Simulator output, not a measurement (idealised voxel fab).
Herein follows the process module entitled voxel capacitor over wiring.
The figure presents cross-section cut, which has a width of 270 nm and is divided into square cells with an edge length of 5 nm.
Just so we're on the same page, the cross-sections are grids of square cells, and they're listed out in bands top to bottom, each band one or more rows deep. Band entry format. Leading values: height of top, height of bottom, nm. Remainder: materials in left-to-right order, each with its width in nm. Special words: "edge to edge" on a single material, which then fills the band edge to edge; "blank", empty space. Heads up on the height convention: 0 is the point under which the incoming wafer is all one material, and the lowest band has no bottom, it just keeps going down, like "top 0, no bottom". Width "30 to 40": first value at the band's top row of cells, second value at its bottom row, equal change from row to row. When a step is marked "no alteration", none of the cells in the cross-section changed during that step. "Sealed void list" contains a list of empty spaces, each no smaller than 8 cells and without an open way to the top, written in the form width x height at distance with the distance from the left edge and all three in nm. What comes after the settings on a step's line is commentary from the simulator itself on that step. overlay nm: on a step with a mask, how far right of its planned place the mask lay; negative means left.

Here's what the planned process steps look like:
step 1: RECEIVE: material Si
step 2: CONFORMAL_DEP: material SiO2, thk nm 10
step 3: CONFORMAL_DEP: material SiN, thk nm 5
step 4: DIRECTIONAL_DEP: material SiO2, thk nm 20
step 5: DIRECTIONAL_DEP: material aC, thk nm 10
step 6: PATTERN: tone open, mask id METAL_1, material resist, width nm 25, pitch nm 90, thk nm 25, overlay nm 0
step 7: DIRECTIONAL_ETCH: etch materials aC, depth nm 10
step 8: STRIP: etch materials resist
step 9: DIRECTIONAL_ETCH: etch materials SiO2, depth nm 20
step 10: DIRECTIONAL_ETCH: etch materials SiN, depth nm 5
step 11: STRIP: etch materials aC
step 12: CONFORMAL_DEP: material TiN, thk nm 5
step 13: FILL_DEP: material W, thk nm 10
step 14: CMP: height nm 35
step 15: CONFORMAL_DEP: material SiCN, thk nm 5
step 16: DIRECTIONAL_DEP: material lowk, thk nm 15
step 17: PATTERN: tone open, mask id PLUG_1, material resist, width nm 15, thk nm 15, overlay nm 0
step 18: DIRECTIONAL_ETCH: etch materials lowk, depth nm 15
step 19: DIRECTIONAL_ETCH: etch materials SiCN, depth nm 5
step 20: STRIP: etch materials resist
step 21: EPI: material Ru, thk nm 10
step 22: EPI: material Ru, thk nm 10
step 23: DIRECTIONAL_DEP: material TiN, thk nm 10
step 24: DIRECTIONAL_DEP: material HfO2, thk nm 5
step 25: DIRECTIONAL_DEP: material TiN, thk nm 5
step 26: PATTERN: tone cover, mask id UPPER_PLATE, material resist, width nm 70, thk nm 15, overlay nm 0
step 27: DIRECTIONAL_ETCH: etch materials TiN, depth nm 5
step 28: DIRECTIONAL_ETCH: etch materials HfO2, depth nm 5
step 29: STRIP: etch materials resist
step 30: MASKED_ETCH: tone cover, mask id LOWER_PLATE, width nm 80, etch materials TiN, depth nm 10, overlay nm 0
step 31: FILL_DEP: material SiO2, thk nm 20
step 32: CMP: height nm 90
step 33: MASKED_ETCH: tone open, mask id PLUG_2, width nm 15, etch materials SiO2, depth nm 15, overlay nm 0
step 34: CONFORMAL_DEP: material TiN, thk nm 5
step 35: FILL_DEP: material W, thk nm 5
step 36: CMP: height nm 90
step 37: CONFORMAL_DEP: material SiN, thk nm 5

Shown in cross-section is the wafer as received, that is, as it stands after step 1:
> top 0, no bottom | Si edge to edge
> Sealed void list: none

Run as planned - first of the two wafers cross-sectioned at the end of the module:
> top 95, bottom 90 | SiN edge to edge
> top 90, bottom 80 | SiO2 95 nm | TiN 5 nm | W 5 nm | TiN 5 nm | SiO2 160 nm
> top 80, bottom 70 | SiO2 95 to 85 nm | TiN 15 to 70 nm | SiO2 160 to 115 nm
> top 70, bottom 65 | SiO2 85 nm | HfO2 70 nm | SiO2 115 nm
> top 65, bottom 55 | SiO2 80 nm | TiN 80 nm | SiO2 110 nm
> top 55, bottom 40 | lowk 85 nm | Ru 15 nm | lowk 170 nm
> top 40, bottom 35 | SiCN 85 nm | Ru 15 nm | SiCN 170 nm
> top 35, bottom 15 | SiO2 75 nm | TiN 5 nm | W 15 nm | TiN 5 nm | SiO2 65 nm | TiN 5 nm | W 15 nm | TiN 5 nm | SiO2 80 nm
> top 15, bottom 10 | SiN 75 nm | TiN 25 nm | SiN 65 nm | TiN 25 nm | SiN 80 nm
> top 10, bottom 0 | SiO2 edge to edge
> top 0, no bottom | Si edge to edge
> Sealed void list: none

So this is wafer number two of the two, cut at the end of the module - it started where the first did and had the same plan, we just got one thing wrong running it:
> top 95, bottom 90 | SiN edge to edge
> top 90, bottom 80 | SiO2 95 nm | TiN 5 nm | W 5 nm | TiN 5 nm | SiO2 160 nm
> top 80, bottom 70 | SiO2 95 to 85 nm | TiN 15 to 70 nm | SiO2 160 to 115 nm
> top 70, bottom 65 | SiO2 85 nm | HfO2 70 nm | SiO2 115 nm
> top 65, bottom 55 | SiO2 80 nm | TiN 80 nm | SiO2 110 nm
> top 55, bottom 40 | lowk 85 nm | Ru 15 nm | lowk 170 nm
> top 40, bottom 35 | SiCN 85 nm | Ru 15 nm | SiCN 170 nm
> top 35, bottom 25 | SiO2 75 nm | TiN 5 nm | W 15 nm | TiN 5 nm | SiO2 65 nm | TiN 5 nm | W 15 nm | TiN 5 nm | SiO2 80 nm
> top 25, bottom 20 | SiN 75 nm | TiN 25 nm | SiN 65 nm | TiN 25 nm | SiN 80 nm
> top 20, bottom 10 | SiN edge to edge
> top 10, bottom 0 | SiO2 edge to edge
> top 0, no bottom | Si edge to edge
> Sealed void list: none
what went wrong: step 3 was not run as planned; what actually ran was CONFORMAL_DEP: material SiN, thk nm 15
The second wafer ends with more or fewer cells of some materials than the first, per final count: SiN: 108 more, SiO2: 88 fewer, TiN: 8 fewer, W: 12 fewer
